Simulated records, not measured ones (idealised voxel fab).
A process module follows: voxel fin reveal.
The cross-section shown here is cut; it is 215 nm wide and divided into square cells measuring 5 nm on a side.
Cross-section spec: square-cell grid; bands listed top down; each band is one or more rows.
This entry defines a band. It first specifies the height of the band's top and the height of its bottom in nm, and then specifies the band's materials from left to right, stating each material with its width in nm. The word "edge to edge" identifies a single material that fills the band from edge to edge, while the word "empty" identifies empty space.
A quick word on heights: they are counted from 0, and under that level the wafer as it came to us is one material throughout. The lowest band is different from the rest in having no bottom; it simply continues downward, written as in "top 0, no bottom".
Width spec "30 to 40" -> top row of cells at first value, bottom row at second value, equal per-row change in between.
Any step labelled "everything unchanged" changed none of the cells in the cross-section.
The label "Trapped voids" introduces a list of the empty spaces, 8 cells or larger, that have no open way up to the top; each entry in it reads width x height at distance, where the distance is taken from the left edge and all three are stated in nm.
Formally, on a step line, whatever follows the settings is a remark that the simulator itself makes on the step.
overlay nm: where the mask lay relative to plan, measured to the right, on steps with a mask; negatives go left.
Read each pair as before and after one process step. The after cross-section shows only down to the lowest band that changed. The step between them and its settings are given below the pair. Pairs can come from different runs of this module on the same starting wafer. A pair continues from the pair above only where its "Pre-step section" entry says so.

Pre-step section
  top 0, no bottom | Si edge to edge
  Trapped voids: none

State After Step
  top 10, bottom 0 | SiN edge to edge
  Everything under 0 stays put, no change at all.
  Trapped voids: none
Link between the two cross-sections above: CONFORMAL_DEP,material SiN,thk nm 10

Pre-step section: taken from the pair above, after panel.

State After Step
  top 20, bottom 10 | aC edge to edge
  Everything under 10 stays put, no change at all.
  Trapped voids: none
Link between the two cross-sections above: DIRECTIONAL_DEP,material aC,thk nm 10

Pre-step section: taken from the pair above, after panel.

State After Step
  top 45, bottom 20 | 60 empty / 15 resist / 25 empty / 15 resist / 25 empty / 15 resist / 60 empty
  Everything under 20 stays put, no change at all.
  Trapped voids: none
Link between the two cross-sections above: PATTERN,tone cover,mask id FINS,material resist,width nm 15,pitch nm 40,thk nm 25,overlay nm 0

Pre-step section: taken from the pair above, after panel.

State After Step
  top 35, bottom 20 | 60 empty / 15 resist / 25 empty / 15 resist / 25 empty / 15 resist / 60 empty
  top 20, bottom 10 | 60 empty / 15 aC / 25 empty / 15 aC / 25 empty / 15 aC / 60 empty
  Everything under 10 stays put, no change at all.
  Trapped voids: none
Link between the two cross-sections above: DIRECTIONAL_ETCH,etch materials aC,depth nm 10

Pre-step section: taken from the pair above, after panel.

State After Step
  top 20, bottom 10 | 60 empty / 15 aC / 25 empty / 15 aC / 25 empty / 15 aC / 60 empty
  Everything under 10 stays put, no change at all.
  Trapped voids: none
Link between the two cross-sections above: STRIP,etch materials resist

Pre-step section: taken from the pair above, after panel.

State After Step
  top 20, bottom 10 | 60 empty / 15 aC / 25 empty / 15 aC / 25 empty / 15 aC / 60 empty
  top 10, bottom 0 | 60 empty / 15 SiN / 25 empty / 15 SiN / 25 empty / 15 SiN / 60 empty
  Everything under 0 stays put, no change at all.
  Trapped voids: none
Link between the two cross-sections above: DIRECTIONAL_ETCH,etch materials SiN,depth nm 10

Pre-step section: taken from the pair above, after panel.

State After Step
  top 20, bottom 10 | 60 empty / 15 aC / 25 empty / 15 aC / 25 empty / 15 aC / 60 empty
  top 10, bottom 0 | 60 empty / 15 SiN / 25 empty / 15 SiN / 25 empty / 15 SiN / 60 empty
  top 0, bottom -30 | 60 empty / 15 Si / 25 empty / 15 Si / 25 empty / 15 Si / 60 empty
  Everything under -30 stays put, no change at all.
  Trapped voids: none
Link between the two cross-sections above: DIRECTIONAL_ETCH,etch materials Si,depth nm 30

Pre-step section: taken from the pair above, after panel.

State After Step
  top 10, bottom 0 | 60 empty / 15 SiN / 25 empty / 15 SiN / 25 empty / 15 SiN / 60 empty
  Everything under 0 stays put, no change at all.
  Trapped voids: none
Link between the two cross-sections above: STRIP,etch materials aC

Pre-step section: taken from the pair above, after panel.

State After Step
  top 10, bottom 0 | 60 empty / 15 SiN / 25 empty / 15 SiN / 25 empty / 15 SiN / 60 empty
  top 0, bottom -30 | 60 empty / 5 SiO2 / 5 Si / 5 SiO2 / 25 empty / 5 SiO2 / 5 Si / 5 SiO2 / 25 empty / 5 SiO2 / 5 Si / 5 SiO2 / 60 empty
  top -30, bottom -35 | 65 SiO2 / 5 Si / 35 SiO2 / 5 Si / 35 SiO2 / 5 Si / 65 SiO2
  Everything under -35 stays put, no change at all.
  Trapped voids: none
Link between the two cross-sections above: OXIDIZE,depth nm 5

Pre-step section: taken from the pair above, after panel.

State After Step
  top 20, bottom 10 | SiO2 edge to edge
  top 10, bottom 0 | 60 SiO2 / 15 SiN / 25 SiO2 / 15 SiN / 25 SiO2 / 15 SiN / 60 SiO2
  top 0, bottom -35 | 65 SiO2 / 5 Si / 35 SiO2 / 5 Si / 35 SiO2 / 5 Si / 65 SiO2
  Everything under -35 stays put, no change at all.
  Trapped voids: none
Link between the two cross-sections above: FILL_DEP,material SiO2,thk nm 10

Pre-step section: taken from the pair above, after panel.

State After Step
  top 10, bottom 0 | 60 SiO2 / 15 SiN / 25 SiO2 / 15 SiN / 25 SiO2 / 15 SiN / 60 SiO2
  Everything under 0 stays put, no change at all.
  Trapped voids: none
Link between the two cross-sections above: CMP,height nm 10

Pre-step section: taken from the pair above, after panel.

State After Step
  top 10, bottom 0 | 60 empty / 15 SiN / 25 empty / 15 SiN / 25 empty / 15 SiN / 60 empty
  top 0, bottom -15 | 65 empty / 5 Si / 35 empty / 5 Si / 35 empty / 5 Si / 65 empty
  Everything under -15 stays put, no change at all.
  Trapped voids: none
Link between the two cross-sections above: SELECTIVE_ETCH,etch materials SiO2,depth nm 25

Pre-step section: taken from the pair above, after panel.

State After Step
  top 0, bottom -15 | 65 empty / 5 Si / 35 empty / 5 Si / 35 empty / 5 Si / 65 empty
  Everything under -15 stays put, no change at all.
  Trapped voids: none
Link between the two cross-sections above: STRIP,etch materials SiN

Pre-step section
  top 35, bottom 20 | 60 empty / 15 resist / 25 empty / 15 resist / 25 empty / 15 resist / 60 empty
  top 20, bottom 10 | 60 empty / 15 aC / 25 empty / 15 aC / 25 empty / 15 aC / 60 empty
  top 10, bottom 0 | SiN edge to edge
  top 0, no bottom | Si edge to edge
  Trapped voids: none

State After Step
  top 35, bottom 20 | 60 empty / 15 resist / 25 empty / 15 resist / 25 empty / 15 resist / 60 empty
  top 20, bottom 10 | 60 empty / 15 aC / 25 empty / 15 aC / 25 empty / 15 aC / 60 empty
  top 10, bottom 0 | 60 empty / 15 SiN / 25 empty / 15 SiN / 25 empty / 15 SiN / 60 empty
  Everything under 0 stays put, no change at all.
  Trapped voids: none
Link between the two cross-sections above: DIRECTIONAL_ETCH,etch materials SiN,depth nm 10

Pre-step section: taken from the pair above, after panel.

State After Step
  top 35, bottom 20 | 60 empty / 15 resist / 25 empty / 15 resist / 25 empty / 15 resist / 60 empty
  top 20, bottom 10 | 60 empty / 15 aC / 25 empty / 15 aC / 25 empty / 15 aC / 60 empty
  top 10, bottom 0 | 60 empty / 15 SiN / 25 empty / 15 SiN / 25 empty / 15 SiN / 60 empty
  top 0, bottom -30 | 60 empty / 15 Si / 25 empty / 15 Si / 25 empty / 15 Si / 60 empty
  Everything under -30 stays put, no change at all.
  Trapped voids: none
Link between the two cross-sections above: DIRECTIONAL_ETCH,etch materials Si,depth nm 30

Pre-step section: taken from the pair above, after panel.

State After Step
  top 10, bottom 0 | 60 empty / 15 SiN / 25 empty / 15 SiN / 25 empty / 15 SiN / 60 empty
  Everything under 0 stays put, no change at all.
  Trapped voids: none
Link between the two cross-sections above: STRIP,etch materials aC

Pre-step section
  top 20, bottom 10 | 60 empty / 15 aC / 25 empty / 15 aC / 25 empty / 15 aC / 60 empty
  top 10, bottom 0 | 60 empty / 15 SiN / 25 empty / 15 SiN / 25 empty / 15 SiN / 60 empty
  top 0, bottom -30 | 60 empty / 15 Si / 25 empty / 15 Si / 25 empty / 15 Si / 60 empty
  top -30, no bottom | Si edge to edge
  Trapped voids: none

State After Step
  top 20, bottom 10 | 60 empty / 15 aC / 25 empty / 15 aC / 25 empty / 15 aC / 60 empty
  top 10, bottom 0 | 60 empty / 15 SiN / 25 empty / 15 SiN / 25 empty / 15 SiN / 60 empty
  top 0, bottom -60 | 60 empty / 15 Si / 25 empty / 15 Si / 25 empty / 15 Si / 60 empty
  Everything under -60 stays put, no change at all.
  Trapped voids: none
Link between the two cross-sections above: DIRECTIONAL_ETCH,etch materials Si,depth nm 30

Pre-step section: taken from the pair above, after panel.

State After Step
  top 10, bottom 0 | 60 empty / 15 SiN / 25 empty / 15 SiN / 25 empty / 15 SiN / 60 empty
  Everything under 0 stays put, no change at all.
  Trapped voids: none
Link between the two cross-sections above: STRIP,etch materials aC

Pre-step section: taken from the pair above, after panel.

State After Step
  top 10, bottom 0 | 60 empty / 15 SiN / 25 empty / 15 SiN / 25 empty / 15 SiN / 60 empty
  top 0, bottom -60 | 60 empty / 5 SiO2 / 5 Si / 5 SiO2 / 25 empty / 5 SiO2 / 5 Si / 5 SiO2 / 25 empty / 5 SiO2 / 5 Si / 5 SiO2 / 60 empty
  top -60, bottom -65 | 65 SiO2 / 5 Si / 35 SiO2 / 5 Si / 35 SiO2 / 5 Si / 65 SiO2
  Everything under -65 stays put, no change at all.
  Trapped voids: none
Link between the two cross-sections above: OXIDIZE,depth nm 5

Pre-step section: taken from the pair above, after panel.

State After Step
  top 20, bottom 10 | SiO2 edge to edge
  top 10, bottom 0 | 60 SiO2 / 15 SiN / 25 SiO2 / 15 SiN / 25 SiO2 / 15 SiN / 60 SiO2
  top 0, bottom -65 | 65 SiO2 / 5 Si / 35 SiO2 / 5 Si / 35 SiO2 / 5 Si / 65 SiO2
  Everything under -65 stays put, no change at all.
  Trapped voids: none
Link between the two cross-sections above: FILL_DEP,material SiO2,thk nm 10

Pre-step section: taken from the pair above, after panel.

State After Step
  top 10, bottom 0 | 60 SiO2 / 15 SiN / 25 SiO2 / 15 SiN / 25 SiO2 / 15 SiN / 60 SiO2
  Everything under 0 stays put, no change at all.
  Trapped voids: none
Link between the two cross-sections above: CMP,height nm 10

Pre-step section: taken from the pair above, after panel.

State After Step
  top 10, bottom 0 | 60 empty / 15 SiN / 25 empty / 15 SiN / 25 empty / 15 SiN / 60 empty
  top 0, bottom -15 | 65 empty / 5 Si / 35 empty / 5 Si / 35 empty / 5 Si / 65 empty
  Everything under -15 stays put, no change at all.
  Trapped voids: none
Link between the two cross-sections above: SELECTIVE_ETCH,etch materials SiO2,depth nm 25

Pre-step section: taken from the pair above, after panel.

State After Step
  top 0, bottom -15 | 65 empty / 5 Si / 35 empty / 5 Si / 35 empty / 5 Si / 65 empty
  Everything under -15 stays put, no change at all.
  Trapped voids: none
Link between the two cross-sections above: STRIP,etch materials SiN

Pre-step section
  top 10, bottom 0 | 60 SiO2 / 15 SiN / 25 SiO2 / 15 SiN / 25 SiO2 / 15 SiN / 60 SiO2
  top 0, bottom -35 | 65 SiO2 / 5 Si / 35 SiO2 / 5 Si / 35 SiO2 / 5 Si / 65 SiO2
  top -35, no bottom | Si edge to edge
  Trapped voids: none

State After Step
  top 10, bottom 0 | 60 SiO2 / 15 empty / 25 SiO2 / 15 empty / 25 SiO2 / 15 empty / 60 SiO2
  Everything under 0 stays put, no change at all.
  Trapped voids: none
Link between the two cross-sections above: STRIP,etch materials SiN

Pre-step section: taken from the pair above, after panel.

State After Step
  top 0, bottom -15 | 65 empty / 5 Si / 35 empty / 5 Si / 35 empty / 5 Si / 65 empty
  top -15, bottom -25 | 35 SiO2 / 30 empty / 5 Si / 35 empty / 5 Si / 35 empty / 5 Si / 30 empty / 35 SiO2
  Everything under -25 stays put, no change at all.
  Trapped voids: none
Link between the two cross-sections above: SELECTIVE_ETCH,etch materials SiO2,depth nm 25

Pre-step section
  top 20, bottom 10 | 60 empty / 15 aC / 25 empty / 15 aC / 25 empty / 15 aC / 60 empty
  top 10, bottom 0 | 60 empty / 15 SiN / 25 empty / 15 SiN / 25 empty / 15 SiN / 60 empty
  top 0, no bottom | Si edge to edge
  Trapped voids: none

State After Step
  top 20, bottom 10 | 60 empty / 15 aC / 25 empty / 15 aC / 25 empty / 15 aC / 60 empty
  top 10, bottom 0 | 60 empty / 15 SiN / 25 empty / 15 SiN / 25 empty / 15 SiN / 60 empty
  top 0, bottom -40 | 60 empty / 15 Si / 25 empty / 15 Si / 25 empty / 15 Si / 60 empty
  Everything under -40 stays put, no change at all.
  Trapped voids: none
Link between the two cross-sections above: DIRECTIONAL_ETCH,etch materials Si,depth nm 40

Pre-step section: taken from the pair above, after panel.

State After Step
  top 10, bottom 0 | 60 empty / 15 SiN / 25 empty / 15 SiN / 25 empty / 15 SiN / 60 empty
  Everything under 0 stays put, no change at all.
  Trapped voids: none
Link between the two cross-sections above: STRIP,etch materials aC

Pre-step section: taken from the pair above, after panel.

State After Step
  top 10, bottom 0 | 60 empty / 15 SiN / 25 empty / 15 SiN / 25 empty / 15 SiN / 60 empty
  top 0, bottom -40 | 60 empty / 5 SiO2 / 5 Si / 5 SiO2 / 25 empty / 5 SiO2 / 5 Si / 5 SiO2 / 25 empty / 5 SiO2 / 5 Si / 5 SiO2 / 60 empty
  top -40, bottom -45 | 65 SiO2 / 5 Si / 35 SiO2 / 5 Si / 35 SiO2 / 5 Si / 65 SiO2
  Everything under -45 stays put, no change at all.
  Trapped voids: none
Link between the two cross-sections above: OXIDIZE,depth nm 5

Pre-step section: taken from the pair above, after panel.

State After Step
  top 20, bottom 10 | SiO2 edge to edge
  top 10, bottom 0 | 60 SiO2 / 15 SiN / 25 SiO2 / 15 SiN / 25 SiO2 / 15 SiN / 60 SiO2
  top 0, bottom -45 | 65 SiO2 / 5 Si / 35 SiO2 / 5 Si / 35 SiO2 / 5 Si / 65 SiO2
  Everything under -45 stays put, no change at all.
  Trapped voids: none
Link between the two cross-sections above: FILL_DEP,material SiO2,thk nm 10

Pre-step section: taken from the pair above, after panel.

State After Step
  top 10, bottom 0 | 60 SiO2 / 15 SiN / 25 SiO2 / 15 SiN / 25 SiO2 / 15 SiN / 60 SiO2
  Everything under 0 stays put, no change at all.
  Trapped voids: none
Link between the two cross-sections above: CMP,height nm 10

Pre-step section: taken from the pair above, after panel.

State After Step
  top 10, bottom 0 | 60 empty / 15 SiN / 25 empty / 15 SiN / 25 empty / 15 SiN / 60 empty
  top 0, bottom -15 | 65 empty / 5 Si / 35 empty / 5 Si / 35 empty / 5 Si / 65 empty
  Everything under -15 stays put, no change at all.
  Trapped voids: none
Link between the two cross-sections above: SELECTIVE_ETCH,etch materials SiO2,depth nm 25

Pre-step section: taken from the pair above, after panel.

State After Step
  top 0, bottom -15 | 65 empty / 5 Si / 35 empty / 5 Si / 35 empty / 5 Si / 65 empty
  Everything under -15 stays put, no change at all.
  Trapped voids: none
Link between the two cross-sections above: STRIP,etch materials SiN

Pre-step section
  top 20, bottom 10 | aC edge to edge
  top 10, bottom 0 | SiN edge to edge
  top 0, no bottom | Si edge to edge
  Trapped voids: none

State After Step
  top 45, bottom 20 | 60 empty / 20 resist / 20 empty / 20 resist / 20 empty / 20 resist / 55 empty
  Everything under 20 stays put, no change at all.
  Trapped voids: none
Link between the two cross-sections above: PATTERN,tone cover,mask id FINS,material resist,width nm 20,pitch nm 40,thk nm 25,overlay nm 0

Pre-step section: taken from the pair above, after panel.

State After Step
  top 35, bottom 20 | 60 empty / 20 resist / 20 empty / 20 resist / 20 empty / 20 resist / 55 empty
  top 20, bottom 10 | 60 empty / 20 aC / 20 empty / 20 aC / 20 empty / 20 aC / 55 empty
  Everything under 10 stays put, no change at all.
  Trapped voids: none
Link between the two cross-sections above: DIRECTIONAL_ETCH,etch materials aC,depth nm 10

Pre-step section: taken from the pair above, after panel.

State After Step
  top 20, bottom 10 | 60 empty / 20 aC / 20 empty / 20 aC / 20 empty / 20 aC / 55 empty
  Everything under 10 stays put, no change at all.
  Trapped voids: none
Link between the two cross-sections above: STRIP,etch materials resist

Pre-step section: taken from the pair above, after panel.

State After Step
  top 20, bottom 10 | 60 empty / 20 aC / 20 empty / 20 aC / 20 empty / 20 aC / 55 empty
  top 10, bottom 0 | 60 empty / 20 SiN / 20 empty / 20 SiN / 20 empty / 20 SiN / 55 empty
  Everything under 0 stays put, no change at all.
  Trapped voids: none
Link between the two cross-sections above: DIRECTIONAL_ETCH,etch materials SiN,depth nm 10

Pre-step section: taken from the pair above, after panel.

State After Step
  top 20, bottom 10 | 60 empty / 20 aC / 20 empty / 20 aC / 20 empty / 20 aC / 55 empty
  top 10, bottom 0 | 60 empty / 20 SiN / 20 empty / 20 SiN / 20 empty / 20 SiN / 55 empty
  top 0, bottom -30 | 60 empty / 20 Si / 20 empty / 20 Si / 20 empty / 20 Si / 55 empty
  Everything under -30 stays put, no change at all.
  Trapped voids: none
Link between the two cross-sections above: DIRECTIONAL_ETCH,etch materials Si,depth nm 30

Pre-step section: taken from the pair above, after panel.

State After Step
  top 10, bottom 0 | 60 empty / 20 SiN / 20 empty / 20 SiN / 20 empty / 20 SiN / 55 empty
  Everything under 0 stays put, no change at all.
  Trapped voids: none
Link between the two cross-sections above: STRIP,etch materials aC

Pre-step section: taken from the pair above, after panel.

State After Step
  top 10, bottom 0 | 60 empty / 20 SiN / 20 empty / 20 SiN / 20 empty / 20 SiN / 55 empty
  top 0, bottom -30 | 60 empty / 5 SiO2 / 10 Si / 5 SiO2 / 20 empty / 5 SiO2 / 10 Si / 5 SiO2 / 20 empty / 5 SiO2 / 10 Si / 5 SiO2 / 55 empty
  top -30, bottom -35 | 65 SiO2 / 10 Si / 30 SiO2 / 10 Si / 30 SiO2 / 10 Si / 60 SiO2
  Everything under -35 stays put, no change at all.
  Trapped voids: none
Link between the two cross-sections above: OXIDIZE,depth nm 5

Pre-step section: taken from the pair above, after panel.

State After Step
  top 20, bottom 10 | SiO2 edge to edge
  top 10, bottom 0 | 60 SiO2 / 20 SiN / 20 SiO2 / 20 SiN / 20 SiO2 / 20 SiN / 55 SiO2
  top 0, bottom -35 | 65 SiO2 / 10 Si / 30 SiO2 / 10 Si / 30 SiO2 / 10 Si / 60 SiO2
  Everything under -35 stays put, no change at all.
  Trapped voids: none
Link between the two cross-sections above: FILL_DEP,material SiO2,thk nm 10

Pre-step section: taken from the pair above, after panel.

State After Step
  top 10, bottom 0 | 60 SiO2 / 20 SiN / 20 SiO2 / 20 SiN / 20 SiO2 / 20 SiN / 55 SiO2
  Everything under 0 stays put, no change at all.
  Trapped voids: none
Link between the two cross-sections above: CMP,height nm 10

Pre-step section: taken from the pair above, after panel.

State After Step
  top 10, bottom 0 | 60 empty / 20 SiN / 20 empty / 20 SiN / 20 empty / 20 SiN / 55 empty
  top 0, bottom -15 | 65 empty / 10 Si / 30 empty / 10 Si / 30 empty / 10 Si / 60 empty
  Everything under -15 stays put, no change at all.
  Trapped voids: none
Link between the two cross-sections above: SELECTIVE_ETCH,etch materials SiO2,depth nm 25

Pre-step section: taken from the pair above, after panel.

State After Step
  top 0, bottom -15 | 65 empty / 10 Si / 30 empty / 10 Si / 30 empty / 10 Si / 60 empty
  Everything under -15 stays put, no change at all.
  Trapped voids: none
Link between the two cross-sections above: STRIP,etch materials SiN

Pre-step section
  top 20, bottom 10 | aC edge to edge
  top 10, bottom 0 | SiN edge to edge
  top 0, no bottom | Si edge to edge
  Trapped voids: none

State After Step
  top 45, bottom 20 | 50 empty / 15 resist / 25 empty / 15 resist / 25 empty / 15 resist / 70 empty
  Everything under 20 stays put, no change at all.
  Trapped voids: none
Link between the two cross-sections above: PATTERN,tone cover,mask id FINS,material resist,width nm 15,pitch nm 40,thk nm 25,overlay nm -10

Pre-step section: taken from the pair above, after panel.

State After Step
  top 35, bottom 20 | 50 empty / 15 resist / 25 empty / 15 resist / 25 empty / 15 resist / 70 empty
  top 20, bottom 10 | 50 empty / 15 aC / 25 empty / 15 aC / 25 empty / 15 aC / 70 empty
  Everything under 10 stays put, no change at all.
  Trapped voids: none
Link between the two cross-sections above: DIRECTIONAL_ETCH,etch materials aC,depth nm 10

Pre-step section: taken from the pair above, after panel.

State After Step
  top 20, bottom 10 | 50 empty / 15 aC / 25 empty / 15 aC / 25 empty / 15 aC / 70 empty
  Everything under 10 stays put, no change at all.
  Trapped voids: none
Link between the two cross-sections above: STRIP,etch materials resist

Pre-step section: taken from the pair above, after panel.

State After Step
  top 20, bottom 10 | 50 empty / 15 aC / 25 empty / 15 aC / 25 empty / 15 aC / 70 empty
  top 10, bottom 0 | 50 empty / 15 SiN / 25 empty / 15 SiN / 25 empty / 15 SiN / 70 empty
  Everything under 0 stays put, no change at all.
  Trapped voids: none
Link between the two cross-sections above: DIRECTIONAL_ETCH,etch materials SiN,depth nm 10

Pre-step section: taken from the pair above, after panel.

State After Step
  top 20, bottom 10 | 50 empty / 15 aC / 25 empty / 15 aC / 25 empty / 15 aC / 70 empty
  top 10, bottom 0 | 50 empty / 15 SiN / 25 empty / 15 SiN / 25 empty / 15 SiN / 70 empty
  top 0, bottom -30 | 50 empty / 15 Si / 25 empty / 15 Si / 25 empty / 15 Si / 70 empty
  Everything under -30 stays put, no change at all.
  Trapped voids: none
Link between the two cross-sections above: DIRECTIONAL_ETCH,etch materials Si,depth nm 30

Pre-step section: taken from the pair above, after panel.

State After Step
  top 10, bottom 0 | 50 empty / 15 SiN / 25 empty / 15 SiN / 25 empty / 15 SiN / 70 empty
  Everything under 0 stays put, no change at all.
  Trapped voids: none
Link between the two cross-sections above: STRIP,etch materials aC

Pre-step section: taken from the pair above, after panel.

State After Step
  top 10, bottom 0 | 50 empty / 15 SiN / 25 empty / 15 SiN / 25 empty / 15 SiN / 70 empty
  top 0, bottom -30 | 50 empty / 5 SiO2 / 5 Si / 5 SiO2 / 25 empty / 5 SiO2 / 5 Si / 5 SiO2 / 25 empty / 5 SiO2 / 5 Si / 5 SiO2 / 70 empty
  top -30, bottom -35 | 55 SiO2 / 5 Si / 35 SiO2 / 5 Si / 35 SiO2 / 5 Si / 75 SiO2
  Everything under -35 stays put, no change at all.
  Trapped voids: none
Link between the two cross-sections above: OXIDIZE,depth nm 5

Pre-step section: taken from the pair above, after panel.

State After Step
  top 20, bottom 10 | SiO2 edge to edge
  top 10, bottom 0 | 50 SiO2 / 15 SiN / 25 SiO2 / 15 SiN / 25 SiO2 / 15 SiN / 70 SiO2
  top 0, bottom -35 | 55 SiO2 / 5 Si / 35 SiO2 / 5 Si / 35 SiO2 / 5 Si / 75 SiO2
  Everything under -35 stays put, no change at all.
  Trapped voids: none
Link between the two cross-sections above: FILL_DEP,material SiO2,thk nm 10

Pre-step section: taken from the pair above, after panel.

State After Step
  top 10, bottom 0 | 50 SiO2 / 15 SiN / 25 SiO2 / 15 SiN / 25 SiO2 / 15 SiN / 70 SiO2
  Everything under 0 stays put, no change at all.
  Trapped voids: none
Link between the two cross-sections above: CMP,height nm 10

Pre-step section: taken from the pair above, after panel.

State After Step
  top 10, bottom 0 | 50 empty / 15 SiN / 25 empty / 15 SiN / 25 empty / 15 SiN / 70 empty
  top 0, bottom -15 | 55 empty / 5 Si / 35 empty / 5 Si / 35 empty / 5 Si / 75 empty
  Everything under -15 stays put, no change at all.
  Trapped voids: none
Link between the two cross-sections above: SELECTIVE_ETCH,etch materials SiO2,depth nm 25

Pre-step section: taken from the pair above, after panel.

State After Step
  top 0, bottom -15 | 55 empty / 5 Si / 35 empty / 5 Si / 35 empty / 5 Si / 75 empty
  Everything under -15 stays put, no change at all.
  Trapped voids: none
Link between the two cross-sections above: STRIP,etch materials SiN

Pre-step section
  top 10, bottom 0 | 60 empty / 15 SiN / 25 empty / 15 SiN / 25 empty / 15 SiN / 60 empty
  top 0, bottom -30 | 60 empty / 5 SiO2 / 5 Si / 5 SiO2 / 25 empty / 5 SiO2 / 5 Si / 5 SiO2 / 25 empty / 5 SiO2 / 5 Si / 5 SiO2 / 60 empty
  top -30, bottom -35 | 65 SiO2 / 5 Si / 35 SiO2 / 5 Si / 35 SiO2 / 5 Si / 65 SiO2
  top -35, no bottom | Si edge to edge
  Trapped voids: none

State After Step
  top 20, bottom 0 | SiN edge to edge
  top 0, bottom -30 | 60 SiN / 5 SiO2 / 5 Si / 5 SiO2 / 25 SiN / 5 SiO2 / 5 Si / 5 SiO2 / 25 SiN / 5 SiO2 / 5 Si / 5 SiO2 / 60 SiN
  Everything under -30 stays put, no change at all.
  Trapped voids: none
Link between the two cross-sections above: FILL_DEP,material SiN,thk nm 10

Pre-step section: taken from the pair above, after panel.

State After Step
  top 10, bottom 0 | SiN edge to edge
  Everything under 0 stays put, no change at all.
  Trapped voids: none
Link between the two cross-sections above: CMP,height nm 10

Pre-step section: taken from the pair above, after panel.

State After Step
  top 0, bottom -30 | 60 empty / 5 SiO2 / 5 Si / 5 SiO2 / 25 empty / 5 SiO2 / 5 Si / 5 SiO2 / 25 empty / 5 SiO2 / 5 Si / 5 SiO2 / 60 empty
  Everything under -30 stays put, no change at all.
  Trapped voids: none
Link between the two cross-sections above: STRIP,etch materials SiN

Pre-step section
  top 20, bottom 10 | aC edge to edge
  top 10, bottom 0 | SiN edge to edge
  top 0, no bottom | Si edge to edge
  Trapped voids: none

State After Step
  top 45, bottom 20 | 60 resist / 15 empty / 25 resist / 15 empty / 25 resist / 15 empty / 60 resist
  Everything under 20 stays put, no change at all.
  Trapped voids: none
Link between the two cross-sections above: PATTERN,tone open,mask id FINS,material resist,width nm 15,pitch nm 40,thk nm 25,overlay nm 0

Pre-step section: taken from the pair above, after panel.

State After Step
  top 35, bottom 20 | 60 resist / 15 empty / 25 resist / 15 empty / 25 resist / 15 empty / 60 resist
  top 20, bottom 10 | 60 aC / 15 empty / 25 aC / 15 empty / 25 aC / 15 empty / 60 aC
  Everything under 10 stays put, no change at all.
  Trapped voids: none
Link between the two cross-sections above: DIRECTIONAL_ETCH,etch materials aC,depth nm 10

Pre-step section: taken from the pair above, after panel.

State After Step
  top 20, bottom 10 | 60 aC / 15 empty / 25 aC / 15 empty / 25 aC / 15 empty / 60 aC
  Everything under 10 stays put, no change at all.
  Trapped voids: none
Link between the two cross-sections above: STRIP,etch materials resist

Pre-step section: taken from the pair above, after panel.

State After Step
  top 20, bottom 10 | 60 aC / 15 empty / 25 aC / 15 empty / 25 aC / 15 empty / 60 aC
  top 10, bottom 0 | 60 SiN / 15 empty / 25 SiN / 15 empty / 25 SiN / 15 empty / 60 SiN
  Everything under 0 stays put, no change at all.
  Trapped voids: none
Link between the two cross-sections above: DIRECTIONAL_ETCH,etch materials SiN,depth nm 10

Pre-step section: taken from the pair above, after panel.

State After Step
  top 20, bottom 10 | 60 aC / 15 empty / 25 aC / 15 empty / 25 aC / 15 empty / 60 aC
  top 10, bottom 0 | 60 SiN / 15 empty / 25 SiN / 15 empty / 25 SiN / 15 empty / 60 SiN
  top 0, bottom -30 | 60 Si / 15 empty / 25 Si / 15 empty / 25 Si / 15 empty / 60 Si
  Everything under -30 stays put, no change at all.
  Trapped voids: none
Link between the two cross-sections above: DIRECTIONAL_ETCH,etch materials Si,depth nm 30

Pre-step section: taken from the pair above, after panel.

State After Step
  top 10, bottom 0 | 60 SiN / 15 empty / 25 SiN / 15 empty / 25 SiN / 15 empty / 60 SiN
  Everything under 0 stays put, no change at all.
  Trapped voids: none
Link between the two cross-sections above: STRIP,etch materials aC

Pre-step section: taken from the pair above, after panel.

State After Step
  top 10, bottom 0 | 60 SiN / 15 empty / 25 SiN / 15 empty / 25 SiN / 15 empty / 60 SiN
  top 0, bottom -30 | 55 Si / 5 SiO2 / 15 empty / 5 SiO2 / 15 Si / 5 SiO2 / 15 empty / 5 SiO2 / 15 Si / 5 SiO2 / 15 empty / 5 SiO2 / 55 Si
  top -30, bottom -35 | 55 Si / 25 SiO2 / 15 Si / 25 SiO2 / 15 Si / 25 SiO2 / 55 Si
  Everything under -35 stays put, no change at all.
  Trapped voids: none
Link between the two cross-sections above: OXIDIZE,depth nm 5

Pre-step section: taken from the pair above, after panel.

State After Step
  top 20, bottom 10 | SiO2 edge to edge
  top 10, bottom 0 | 60 SiN / 15 SiO2 / 25 SiN / 15 SiO2 / 25 SiN / 15 SiO2 / 60 SiN
  top 0, bottom -35 | 55 Si / 25 SiO2 / 15 Si / 25 SiO2 / 15 Si / 25 SiO2 / 55 Si
  Everything under -35 stays put, no change at all.
  Trapped voids: none
Link between the two cross-sections above: FILL_DEP,material SiO2,thk nm 10

Pre-step section: taken from the pair above, after panel.

State After Step
  top 10, bottom 0 | 60 SiN / 15 SiO2 / 25 SiN / 15 SiO2 / 25 SiN / 15 SiO2 / 60 SiN
  Everything under 0 stays put, no change at all.
  Trapped voids: none
Link between the two cross-sections above: CMP,height nm 10

Pre-step section: taken from the pair above, after panel.

State After Step
  top 10, bottom 0 | 60 SiN / 15 empty / 25 SiN / 15 empty / 25 SiN / 15 empty / 60 SiN
  top 0, bottom -15 | 55 Si / 25 empty / 15 Si / 25 empty / 15 Si / 25 empty / 55 Si
  Everything under -15 stays put, no change at all.
  Trapped voids: none
Link between the two cross-sections above: SELECTIVE_ETCH,etch materials SiO2,depth nm 25

Pre-step section: taken from the pair above, after panel.

State After Step
  top 0, bottom -15 | 55 Si / 25 empty / 15 Si / 25 empty / 15 Si / 25 empty / 55 Si
  Everything under -15 stays put, no change at all.
  Trapped voids: none
Link between the two cross-sections above: STRIP,etch materials SiN
